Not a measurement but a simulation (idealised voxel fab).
This section sets out a process module, namely voxel transistor to metal.
For reference, the cross-section in this document is cut, with width 190 nm and square cells of 5 nm.
A cross-section is written here as square cells arranged in a grid, and it is given in bands from the top down, each band taking up one or more rows of cells.
Top height, bottom height, nm. Materials left to right, width each, nm. Single material + "everywhere" = fills band edge to edge. "air" = empty.
All heights in this document are referenced to 0, defined as the level beneath which the wafer, as received, consists entirely of one material. The lowest band is not bounded below; it extends indefinitely downward and is written in the form "top 0, no bottom".
Think of "30..40" as a width that walks from the first number to the second as you go down the band, top row to bottom row, taking equal-sized steps from row to row.
A step reported as "remained the same" is a step in which no cell of the cross-section changed.
Heads up: "Closed void list" only lists the empty pockets with no open path to the top that are 8 cells or more, and it writes them as width x height at distance, distance from the left edge, in nm.
Text after the settings on a step's line: the simulator's own remark on that step.
overlay nm: how far to the right of its planned place the mask lay on this masked step (negative: to the left).
**Process steps - plan**
step 1: RECEIVE (material Si)
step 2: OXIDIZE (depth nm 5)
step 3: CONFORMAL_DEP (material SiN; thk nm 15)
step 4: MASKED_ETCH (tone cover; mask id ACTIVE; width nm 100; etch materials SiN; depth nm 15; overlay nm 0)
step 5: MASKED_ETCH (tone cover; mask id ACTIVE; width nm 100; etch materials SiO2; depth nm 5; overlay nm 0)
step 6: MASKED_ETCH (tone cover; mask id ACTIVE; width nm 100; etch materials Si; depth nm 30; overlay nm 0)
step 7: FILL_DEP (material SiO2; thk nm 15)
step 8: CMP (height nm 15)
step 9: SELECTIVE_ETCH (etch materials SiO2; depth nm 5)
step 10: STRIP (etch materials SiN)
step 11: SELECTIVE_ETCH (etch materials SiO2; depth nm 5)
step 12: OXIDIZE (depth nm 5)
step 13: DIRECTIONAL_DEP (material polySi; thk nm 25)
step 14: DIRECTIONAL_DEP (material SiCN; thk nm 15)
step 15: MASKED_ETCH (tone cover; mask id GATE; width nm 20; etch materials SiCN; depth nm 25; overlay nm 0)
step 16: MASKED_ETCH (tone cover; mask id GATE; width nm 20; etch materials polySi; depth nm 35; overlay nm 0)
step 17: CONFORMAL_DEP (material SiN; thk nm 10)
step 18: DIRECTIONAL_ETCH (etch materials SiN; depth nm 10)
step 19: DIRECTIONAL_ETCH (etch materials SiO2; depth nm 5)
step 20: DIRECTIONAL_ETCH (etch materials Si; depth nm 5)
step 21: EPI (material nSi; thk nm 5)
step 22: FILL_DEP (material SiO2; thk nm 5)
step 23: CMP (height nm 35)
step 24: DIRECTIONAL_DEP (material SiO2; thk nm 15)
step 25: MASKED_ETCH (tone open; mask id CONTACT; width nm 20; pitch nm 70; etch materials SiO2; depth nm 60; overlay nm 0)
step 26: CONFORMAL_DEP (material TiN; thk nm 5)
step 27: FILL_DEP (material Ru; thk nm 10)
step 28: CMP (height nm 50)
step 29: DIRECTIONAL_DEP (material TiN; thk nm 5)
step 30: DIRECTIONAL_DEP (material Ru; thk nm 15)
step 31: PATTERN (tone cover; mask id METAL_1; material resist; width nm 20; pitch nm 70; thk nm 20; overlay nm 0)
step 32: DIRECTIONAL_ETCH (etch materials Ru; depth nm 15)
step 33: DIRECTIONAL_ETCH (etch materials TiN; depth nm 5)
step 34: STRIP (etch materials resist)
step 35: CONFORMAL_DEP (material SiN; thk nm 5)
step 36: FILL_DEP (material SiO2; thk nm 5)
step 37: CMP (height nm 70)
step 38: CONFORMAL_DEP (material SiCN; thk nm 5)
**Shown in cross-section is the wafer as received, that is, as it stands after step 1**
    top 0, no bottom: Si everywhere
    Closed void list: none
**Module complete, cross-section. Starting point and plan per above. One mistake made in running the module**
    top 75, bottom 70: SiCN everywhere
    top 70, bottom 55: SiO2 45 nm  SiN 5 nm  Ru 20 nm  SiN 5 nm  SiO2 40 nm  SiN 5 nm  Ru 20 nm  SiN 5 nm  SiO2 45 nm
    top 55, bottom 50: SiN 50 nm  TiN 20 nm  SiN 50 nm  TiN 20 nm  SiN 50 nm
    top 50, bottom 35: SiO2 50 nm  TiN 5 nm  Ru 10 nm  TiN 5 nm  SiO2 50 nm  TiN 5 nm  Ru 10 nm  TiN 5 nm  SiO2 50 nm
    top 35, bottom 20: SiO2 50 nm  TiN 5 nm  Ru 10 nm  TiN 5 nm  SiO2 5 nm  SiN 10 nm  SiCN 20 nm  SiN 10 nm  SiO2 5 nm  TiN 5 nm  Ru 10 nm  TiN 5 nm  SiO2 50 nm
    top 20, bottom 5: SiO2 50 nm  TiN 5 nm  Ru 10 nm  TiN 5 nm  SiO2 5 nm  SiN 10 nm  polySi 20 nm  SiN 10 nm  SiO2 5 nm  TiN 5 nm  Ru 10 nm  TiN 5 nm  SiO2 50 nm
    top 5, bottom -5: SiO2 40 nm  SiN 10 nm  TiN 5..10 nm  Ru 10..5 nm  TiN 5 nm  SiO2 5 nm  SiN 10 nm  polySi 20 nm  SiN 10 nm  SiO2 5 nm  TiN 5 nm  Ru 10..5 nm  TiN 5..10 nm  SiN 10 nm  SiO2 40 nm
    top -5, bottom -10: SiO2 50 nm  nSi 5 nm  TiN 15 nm  nSi 5 nm  SiO2 40 nm  nSi 5 nm  TiN 15 nm  nSi 5 nm  SiO2 50 nm
    top -10, bottom -15: SiO2 45 nm  Si 5 nm  nSi 25 nm  Si 40 nm  nSi 25 nm  Si 5 nm  SiO2 45 nm
    top -15, bottom -40: SiO2 45 nm  Si 100 nm  SiO2 45 nm
    top -40, no bottom: Si everywhere
    Closed void list: none
So what did we get wrong on this run? so step 6 ended up running with a different setting than we planned, it ran as MASKED_ETCH (tone cover; mask id ACTIVE; width nm 100; etch materials Si; depth nm 35; overlay nm 0)
